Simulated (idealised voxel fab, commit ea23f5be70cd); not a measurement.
Process module in this document: voxel air gaps
FYI the section here is cut, 235 nm wide, cells are 5 nm squares.
Think of the cross-section as a grid of square cells. We describe it in bands, top to bottom, and each band covers one or more rows of those cells.
Quick guide to a band line: top height, bottom height (nm) up front; then every material left to right with its width in nm. Only one material and it's marked "throughout"? Then it fills the band edge to edge. And "air" just means empty space.
Heights are reckoned from 0. Under this level, the received wafer is all of one material. The bottommost band is open-ended downward, for example "0 down".
Read "30 to 40" as a graded width: first number on top, second number at the bottom, same change between each pair of neighbouring rows.
Step note "remained the same" = no cross-section cell changed.
"Voids, sealed" contains a list of empty spaces, each no smaller than 8 cells and without an open way to the top, written in the form width x height at distance with the distance from the left edge and all three in nm.
On a step's line, text after the settings is the simulator commenting on that step.
overlay nm: mask right of planned place by this much (step with mask). Neg. = left.

The process steps that were planned are listed below:
step 1: RECEIVE, material Si
step 2: CONFORMAL_DEP, material SiO2, thk nm 15
step 3: CONFORMAL_DEP, material SiCN, thk nm 5
step 4: DIRECTIONAL_DEP, material lowk, thk nm 30
step 5: PATTERN, tone open, mask id LINES, material resist, width nm 20, pitch nm 50, thk nm 15, overlay nm -15
step 6: DIRECTIONAL_ETCH, etch materials lowk, depth nm 30
step 7: STRIP, etch materials resist
step 8: CONFORMAL_DEP, material TiN, thk nm 5
step 9: FILL_DEP, material W, thk nm 5
step 10: CMP, height nm 50
step 11: EPI, material Ru, thk nm 10
step 12: SELECTIVE_ETCH, etch materials lowk, depth nm 40
step 13: CONFORMAL_DEP, material SiCN, thk nm 5
Don't read the plan's overlay nm for step 5 as applying to every wafer: that's the first wafer's value, and the wafers differ in it, though they all start identical.

Cross-section of the first of several received wafers, showing its state after step 1:
* 0 down | Si throughout
* Voids, sealed: none

First of several wafers, sectioned at end of module (last step: step 13):
* 65 to 60 | 25 nm air  150 nm SiCN  60 nm air
* 60 to 50 | 25 nm air  5 nm SiCN  40 nm Ru  10 nm SiCN  40 nm Ru  10 nm SiCN  40 nm Ru  5 nm SiCN  60 nm air
* 50 to 45 | 25 nm air  15 nm SiCN  5 nm TiN  10 nm W  5 nm TiN  30 nm SiCN  5 nm TiN  10 nm W  5 nm TiN  30 nm SiCN  5 nm TiN  10 nm W  5 nm TiN  15 nm SiCN  60 nm air
* 45 to 25 | 35 nm air  5 nm SiCN  5 nm TiN  10 nm W  5 nm TiN  5 nm SiCN  20 nm air  5 nm SiCN  5 nm TiN  10 nm W  5 nm TiN  5 nm SiCN  20 nm air  5 nm SiCN  5 nm TiN  10 nm W  5 nm TiN  5 nm SiCN  70 nm air
* 25 to 20 | 40 nm SiCN  20 nm TiN  30 nm SiCN  20 nm TiN  30 nm SiCN  20 nm TiN  75 nm SiCN
* 20 to 15 | SiCN throughout
* 15 to 0 | SiO2 throughout
* 0 down | Si throughout
* Voids, sealed: 20 x 20 at 65; 20 x 20 at 115

Final wafer of several, shown in cross-section at the end of the module:
* 65 to 60 | 55 nm air  150 nm SiCN  30 nm air
* 60 to 50 | 55 nm air  5 nm SiCN  40 nm Ru  10 nm SiCN  40 nm Ru  10 nm SiCN  40 nm Ru  5 nm SiCN  30 nm air
* 50 to 45 | 55 nm air  15 nm SiCN  5 nm TiN  10 nm W  5 nm TiN  30 nm SiCN  5 nm TiN  10 nm W  5 nm TiN  30 nm SiCN  5 nm TiN  10 nm W  5 nm TiN  15 nm SiCN  30 nm air
* 45 to 25 | 65 nm air  5 nm SiCN  5 nm TiN  10 nm W  5 nm TiN  5 nm SiCN  20 nm air  5 nm SiCN  5 nm TiN  10 nm W  5 nm TiN  5 nm SiCN  20 nm air  5 nm SiCN  5 nm TiN  10 nm W  5 nm TiN  5 nm SiCN  40 nm air
* 25 to 20 | 70 nm SiCN  20 nm TiN  30 nm SiCN  20 nm TiN  30 nm SiCN  20 nm TiN  45 nm SiCN
* 20 to 15 | SiCN throughout
* 15 to 0 | SiO2 throughout
* 0 down | Si throughout
* Voids, sealed: 20 x 20 at 95; 20 x 20 at 145

What follows is a table in which each wafer occupies a row; for the wafer as it stands at the close of the module, the row states, material by material, how many cells have been gained (+) or lost (-) since receipt, and then gives its closed voids:
overlay nm -15, +48 Ru, +166 SiCN, +141 SiO2, +42 TiN, +30 W, Voids, sealed: 20 x 20 at 65; 20 x 20 at 115
overlay nm -10, +48 Ru, +166 SiCN, +141 SiO2, +42 TiN, +30 W, Voids, sealed: 20 x 20 at 70; 20 x 20 at 120
overlay nm -5, +48 Ru, +166 SiCN, +141 SiO2, +42 TiN, +30 W, Voids, sealed: 20 x 20 at 75; 20 x 20 at 125
overlay nm 0, +48 Ru, +166 SiCN, +141 SiO2, +42 TiN, +30 W, Voids, sealed: 20 x 20 at 80; 20 x 20 at 130
overlay nm 5, +48 Ru, +166 SiCN, +141 SiO2, +42 TiN, +30 W, Voids, sealed: 20 x 20 at 85; 20 x 20 at 135
overlay nm 10, +48 Ru, +166 SiCN, +141 SiO2, +42 TiN, +30 W, Voids, sealed: 20 x 20 at 90; 20 x 20 at 140
overlay nm 15, +48 Ru, +166 SiCN, +141 SiO2, +42 TiN, +30 W, Voids, sealed: 20 x 20 at 95; 20 x 20 at 145
